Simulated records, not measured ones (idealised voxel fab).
process module | voxel self aligned contacts
cross-section cut | 220 nm wide | cells 5 nm
A cross-section is a grid of square cells, given in bands from the top down. A band is one or more rows of cells.
Each band's line starts with the height of the band's top and of its bottom, in nm. Then come its materials from left to right, each with its width in nm. One material with "throughout" fills the band from edge to edge. "air" is empty space.
Height 0 is the level under which the wafer as received is all one material. The lowest band goes on downwards, as in "0 down".
A width such as "30 to 40" changes by the same amount from each row of cells to the next, from the band's top row to its bottom row.
"no change" after a step means that no cell of the cross-section changed.
closed voids: empty space of 8 cells or more with no open way to the top, each as width x height at its distance from the left edge, in nm
after a step's settings: what the simulator itself notes on the step
overlay nm, on a step with a mask: how far to the right of its planned place the mask lay; to the left if negative
plan
1 op RECEIVE | material Si
2 op OXIDIZE | depth nm 5
3 op DIRECTIONAL_DEP | material polySi | thk nm 25
4 op DIRECTIONAL_DEP | material SiN | thk nm 20
5 op PATTERN | tone cover | mask id GATE | material resist | width nm 25 | pitch nm 55 | thk nm 20 | overlay nm 0
6 op DIRECTIONAL_ETCH | etch materials SiN | depth nm 20
7 op DIRECTIONAL_ETCH | etch materials polySi | depth nm 25
8 op STRIP | etch materials resist
9 op CONFORMAL_DEP | material SiN | thk nm 5
10 op DIRECTIONAL_ETCH | etch materials SiN | depth nm 5
11 op FILL_DEP | material SiO2 | thk nm 15
12 op CMP | height nm 50
13 op PATTERN | tone open | mask id CONTACT | material resist | width nm 40 | thk nm 20 | overlay nm 0
14 op DIRECTIONAL_ETCH | etch materials SiO2 | depth nm 55
15 op STRIP | etch materials resist
16 op CONFORMAL_DEP | material TiN | thk nm 5
17 op FILL_DEP | material Ru | thk nm 10
18 op CMP | height nm 50
19 op CONFORMAL_DEP | material SiN | thk nm 5
as received, after step 1
  0 down: Si throughout
  closed voids: none
first wafer at the end, as planned
  55 to 50: SiN throughout
  50 to 45: SiO2 90 | TiN 15 | Ru 10 | TiN 15 | SiO2 90
  45 to 25: SiO2 65 | SiN 35 | TiN 5 | Ru 10 | TiN 5 | SiN 35 | SiO2 65
  25 to 0: SiO2 65 | SiN 5 | polySi 25 | SiN 5 | TiN 5 | Ru 10 | TiN 5 | SiN 5 | polySi 25 | SiN 5 | SiO2 65
  0 to -5: SiO2 100 | TiN 20 | SiO2 100
  -5 down: Si throughout
  closed voids: none
second wafer at the end: like start, like plan, one mistake
  55 to 50: SiN throughout
  50 to 45: SiO2 90 | TiN 40 | SiO2 90
  45 to 25: SiN 75 | SiO2 15 | SiN 40 | SiO2 15 | SiN 75
  25 to 0: polySi 70 | SiN 5 | SiO2 15 | SiN 5 | polySi 30 | SiN 5 | SiO2 15 | SiN 5 | polySi 70
  0 to -5: SiO2 throughout
  -5 down: Si throughout
  closed voids: none
what went wrong: step 5 ran as: op PATTERN | tone open | mask id GATE | material resist | width nm 25 | pitch nm 55 | thk nm 20 | overlay nm 0
at the end the second wafer has, in cells: 20 fewer of Ru | 96 more of SiN | 176 fewer of SiO2 | 20 fewer of TiN | 120 more of polySi
